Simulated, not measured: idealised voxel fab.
The following is a process module called voxel capacitor over wiring.
It is cross-section cut that appears here, measuring 240 nm in width, its square cells being 5 nm in size.
Square cells in a grid make up a cross-section in this document, and the grid is given as bands, listed from the top down, each one or more rows of cells. Read a band's entry like this: the first values are the height of its top and the height of its bottom in nm, and what follows is the sequence of materials from left to right, each with its width in nm. Note that "air" is empty space, and that a single material marked "all across" reaches across the band from edge to edge. Ref level 0: as-received wafer is one material below here. Bottom band extends down with no lower bound ("0 down"). Read "30->40" as a graded width: first number on top, second number at the bottom, same change between each pair of neighbouring rows. Step note "all unchanged" = no cross-section cell changed. "Voids, enclosed": sealed empty spaces, 8 cells or more, no open way to top, listed width x height at distance, with distance from the left edge and width, height and distance in nm. If you see something after the settings on a step's line, that's the simulator's own remark about that step. A step line may carry the setting "overlay nm", which, for steps involving a mask, states the distance by which the mask lay to the right of its intended position; negative values denote displacement to the left.

LIST OF PLANNED PROCESS STEPS
1) RECEIVE [material Si]
2) CONFORMAL_DEP [material SiO2] [thk nm 10]
3) DIRECTIONAL_DEP [material TiN] [thk nm 5]
4) DIRECTIONAL_DEP [material W] [thk nm 15]
5) DIRECTIONAL_DEP [material aC] [thk nm 10]
6) PATTERN [tone cover] [mask id METAL_1] [material resist] [width nm 30] [pitch nm 95] [thk nm 25] [overlay nm 0]
7) DIRECTIONAL_ETCH [etch materials aC] [depth nm 10]
8) STRIP [etch materials resist]
9) DIRECTIONAL_ETCH [etch materials W] [depth nm 15]
10) DIRECTIONAL_ETCH [etch materials TiN] [depth nm 5]
11) STRIP [etch materials aC]
12) CONFORMAL_DEP [material SiN] [thk nm 5]
13) FILL_DEP [material lowk] [thk nm 5]
14) CMP [height nm 30]
15) CONFORMAL_DEP [material SiCN] [thk nm 5]
16) DIRECTIONAL_DEP [material lowk] [thk nm 10]
17) PATTERN [tone open] [mask id PLUG_1] [material resist] [width nm 15] [thk nm 20] [overlay nm 0]
18) DIRECTIONAL_ETCH [etch materials lowk] [depth nm 10]
19) DIRECTIONAL_ETCH [etch materials SiCN] [depth nm 5]
20) STRIP [etch materials resist]
21) CONFORMAL_DEP [material TiN] [thk nm 5]
22) FILL_DEP [material Ru] [thk nm 5]
23) CMP [height nm 45]
24) DIRECTIONAL_DEP [material TiN] [thk nm 5]
25) DIRECTIONAL_DEP [material Al2O3] [thk nm 5]
26) DIRECTIONAL_DEP [material TiN] [thk nm 5]
27) DIRECTIONAL_DEP [material aC] [thk nm 15]
28) PATTERN [tone cover] [mask id UPPER_PLATE] [material resist] [width nm 70] [thk nm 35] [overlay nm 0]
29) DIRECTIONAL_ETCH [etch materials aC] [depth nm 15]
30) STRIP [etch materials resist]
31) DIRECTIONAL_ETCH [etch materials TiN] [depth nm 5]
32) DIRECTIONAL_ETCH [etch materials Al2O3] [depth nm 5]
33) STRIP [etch materials aC]
34) MASKED_ETCH [tone cover] [mask id LOWER_PLATE] [width nm 80] [etch materials TiN] [depth nm 5] [overlay nm 0]
35) FILL_DEP [material SiO2] [thk nm 20]
36) CMP [height nm 75]
37) MASKED_ETCH [tone open] [mask id PLUG_2] [width nm 15] [etch materials SiO2] [depth nm 15] [overlay nm -15]
38) CONFORMAL_DEP [material TiN] [thk nm 5]
39) FILL_DEP [material Ru] [thk nm 5]
40) CMP [height nm 75]
41) CONFORMAL_DEP [material SiN] [thk nm 5]
The overlay nm used in step 37 is not the same on every wafer, whereas the starting condition is; the value printed in the plan is the first wafer's.

THE FIRST OF SEVERAL WAFERS IN CROSS-SECTION, EXACTLY AS IT REACHED US AFTER STEP 1
- 0 down  Si all across
- Voids, enclosed: none

CROSS-SECTION OF THE FIRST OF SEVERAL WAFERS, TAKEN AFTER STEP 41, WHERE THE MODULE ENDS
- 80 to 75  SiN all across
- 75 to 65  65 of SiO2 | 5 of TiN | 5 of Ru | 5 of TiN | 160 of SiO2
- 65 to 55  65->70 of SiO2 | 15->70 of TiN | 160->100 of SiO2
- 55 to 50  70 of SiO2 | 70 of Al2O3 | 100 of SiO2
- 50 to 45  65 of SiO2 | 80 of TiN | 95 of SiO2
- 45 to 35  70 of lowk | 5 of TiN | 5 of Ru | 5 of TiN | 155 of lowk
- 35 to 30  70 of SiCN | 15 of TiN | 155 of SiCN
- 30 to 15  50 of lowk | 5 of SiN | 30 of W | 5 of SiN | 55 of lowk | 5 of SiN | 30 of W | 5 of SiN | 55 of lowk
- 15 to 10  55 of SiN | 30 of TiN | 65 of SiN | 30 of TiN | 60 of SiN
- 10 to 0  SiO2 all across
- 0 down  Si all across
- Voids, enclosed: none

END OF MODULE: CROSS-SECTION, LAST OF SEVERAL WAFERS
- 80 to 75  SiN all across
- 75 to 65  95 of SiO2 | 5 of TiN | 5 of Ru | 5 of TiN | 130 of SiO2
- 65 to 55  95->70 of SiO2 | 15->70 of TiN | 130->100 of SiO2
- 55 to 50  70 of SiO2 | 70 of Al2O3 | 100 of SiO2
- 50 to 45  65 of SiO2 | 80 of TiN | 95 of SiO2
- 45 to 35  70 of lowk | 5 of TiN | 5 of Ru | 5 of TiN | 155 of lowk
- 35 to 30  70 of SiCN | 15 of TiN | 155 of SiCN
- 30 to 15  50 of lowk | 5 of SiN | 30 of W | 5 of SiN | 55 of lowk | 5 of SiN | 30 of W | 5 of SiN | 55 of lowk
- 15 to 10  55 of SiN | 30 of TiN | 65 of SiN | 30 of TiN | 60 of SiN
- 10 to 0  SiO2 all across
- 0 down  Si all across
- Voids, enclosed: none

WHAT FOLLOWS IS A TABLE IN WHICH EACH WAFER OCCUPIES A ROW; FOR THE WAFER AS IT STANDS AT THE CLOSE OF THE MODULE, THE ROW STATES, MATERIAL BY MATERIAL, HOW MANY CELLS HAVE BEEN GAINED (+) OR LOST (-) SINCE RECEIPT, AND THEN GIVES ITS CLOSED VOIDS
overlay nm -15 | +14 Al2O3 | +4 Ru | +45 SiCN | +96 SiN | +331 SiO2 | +56 TiN | +36 W | +186 lowk | Voids, enclosed: none
overlay nm -10 | +14 Al2O3 | +4 Ru | +45 SiCN | +96 SiN | +331 SiO2 | +56 TiN | +36 W | +186 lowk | Voids, enclosed: none
overlay nm -5 | +14 Al2O3 | +4 Ru | +45 SiCN | +96 SiN | +331 SiO2 | +56 TiN | +36 W | +186 lowk | Voids, enclosed: none
overlay nm 0 | +14 Al2O3 | +4 Ru | +45 SiCN | +96 SiN | +331 SiO2 | +56 TiN | +36 W | +186 lowk | Voids, enclosed: none
overlay nm 5 | +14 Al2O3 | +4 Ru | +45 SiCN | +96 SiN | +331 SiO2 | +56 TiN | +36 W | +186 lowk | Voids, enclosed: none
overlay nm 10 | +14 Al2O3 | +4 Ru | +45 SiCN | +96 SiN | +331 SiO2 | +56 TiN | +36 W | +186 lowk | Voids, enclosed: none
overlay nm 15 | +14 Al2O3 | +4 Ru | +45 SiCN | +96 SiN | +331 SiO2 | +56 TiN | +36 W | +186 lowk | Voids, enclosed: none
